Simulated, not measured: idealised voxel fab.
Title: Process Module voxel self aligned vias
The figure presents cross-section cut, which has a width of 255 nm and is divided into square cells with an edge length of 5 nm.
Throughout this document, each cross-section is represented as a grid of square cells and is presented as a sequence of bands enumerated from the top downward, where a band comprises one or more rows of cells.
Top height, bottom height, nm. Materials left to right, width each, nm. Single material + "throughout" = fills band edge to edge. "air" = empty.
It should be noted that heights are counted from 0, beneath which the wafer as supplied is of one material throughout, and that the lowest band possesses no lower boundary but continues downward, as written in "0 nm and below".
With a width like "30..40", each row of cells in the band differs from the next by the same amount, the top row carrying the first number and the bottom row the second.
Basically "nothing altered" means that step didn't change any cell in the cross-section.
For the entry "Closed void list", the listed items are empty spaces with no open way to the top whose size is 8 cells or more; each item follows the pattern width x height at distance, where distance is from the left edge and all three are in nm.
Formally, on a step line, whatever follows the settings is a remark that the simulator itself makes on the step.
overlay nm: mask offset rightward from planned place, masked step; negative means leftward offset.

LIST OF PLANNED PROCESS STEPS
1: op RECEIVE | material Si
2: op CONFORMAL_DEP | material SiO2 | thk nm 10
3: op CONFORMAL_DEP | material SiCN | thk nm 5
4: op DIRECTIONAL_DEP | material SiO2 | thk nm 20
5: op DIRECTIONAL_DEP | material aC | thk nm 15
6: op PATTERN | tone open | mask id LINES | material resist | width nm 30 | pitch nm 55 | thk nm 35 | overlay nm 0
7: op DIRECTIONAL_ETCH | etch materials aC | depth nm 15
8: op STRIP | etch materials resist
9: op DIRECTIONAL_ETCH | etch materials SiO2 | depth nm 20
10: op STRIP | etch materials aC
11: op CONFORMAL_DEP | material TiN | thk nm 5
12: op FILL_DEP | material Ru | thk nm 5
13: op CMP | height nm 35
14: op SELECTIVE_ETCH | etch materials W Ru TiN | depth nm 5
15: op FILL_DEP | material SiN | thk nm 10
16: op CMP | height nm 35
17: op DIRECTIONAL_DEP | material SiO2 | thk nm 20
18: op PATTERN | tone open | mask id VIAS | material resist | width nm 40 | pitch nm 110 | thk nm 20 | overlay nm 0
19: op DIRECTIONAL_ETCH | etch materials SiO2 | depth nm 20
20: op DIRECTIONAL_ETCH | etch materials SiN | depth nm 5
21: op STRIP | etch materials resist
22: op CONFORMAL_DEP | material TiN | thk nm 5
23: op FILL_DEP | material W | thk nm 5
24: op CMP | height nm 55
25: op CONFORMAL_DEP | material SiCN | thk nm 5

THIS IS THE CROSS-SECTION OF THE WAFER AS WE RECEIVED IT, I.E. AFTER STEP 1
* 0 nm and below = Si throughout
* Closed void list: none

THE PLAN ABOVE WAS CARRIED OUT ON THE STARTING STRUCTURE ABOVE WITH ONE MISTAKE, AND THIS CROSS-SECTION SHOWS THE WAFER AT THE END OF THE MODULE
* 60 nm to 55 nm = SiCN throughout
* 55 nm to 40 nm = 50 of SiO2; 5 of TiN; 30 of W; 5 of TiN; 70 of SiO2; 5 of TiN; 30 of W; 5 of TiN; 55 of SiO2
* 40 nm to 35 nm = 50 of SiO2; 5 of TiN; 15 of W; 20 of TiN; 70 of SiO2; 5 of TiN; 15 of W; 20 of TiN; 55 of SiO2
* 35 nm to 30 nm = 45 of SiO2; 5 of SiN; 25 of TiN; 25 of SiO2; 30 of SiN; 25 of SiO2; 5 of SiN; 25 of TiN; 70 of SiO2
* 30 nm to 20 nm = 45 of SiO2; 5 of TiN; 20 of Ru; 5 of TiN; 25 of SiO2; 5 of TiN; 20 of Ru; 5 of TiN; 25 of SiO2; 5 of TiN; 20 of Ru; 5 of TiN; 70 of SiO2
* 20 nm to 15 nm = 45 of SiO2; 30 of TiN; 25 of SiO2; 30 of TiN; 25 of SiO2; 30 of TiN; 70 of SiO2
* 15 nm to 10 nm = SiCN throughout
* 10 nm to 0 nm = SiO2 throughout
* 0 nm and below = Si throughout
* Closed void list: none
What went wrong in running the wafer? step 6 was processed under conditions differing from the plan, specifically as op PATTERN | tone open | mask id LINES | material resist | width nm 30 | pitch nm 55 | thk nm 35 | overlay nm -10
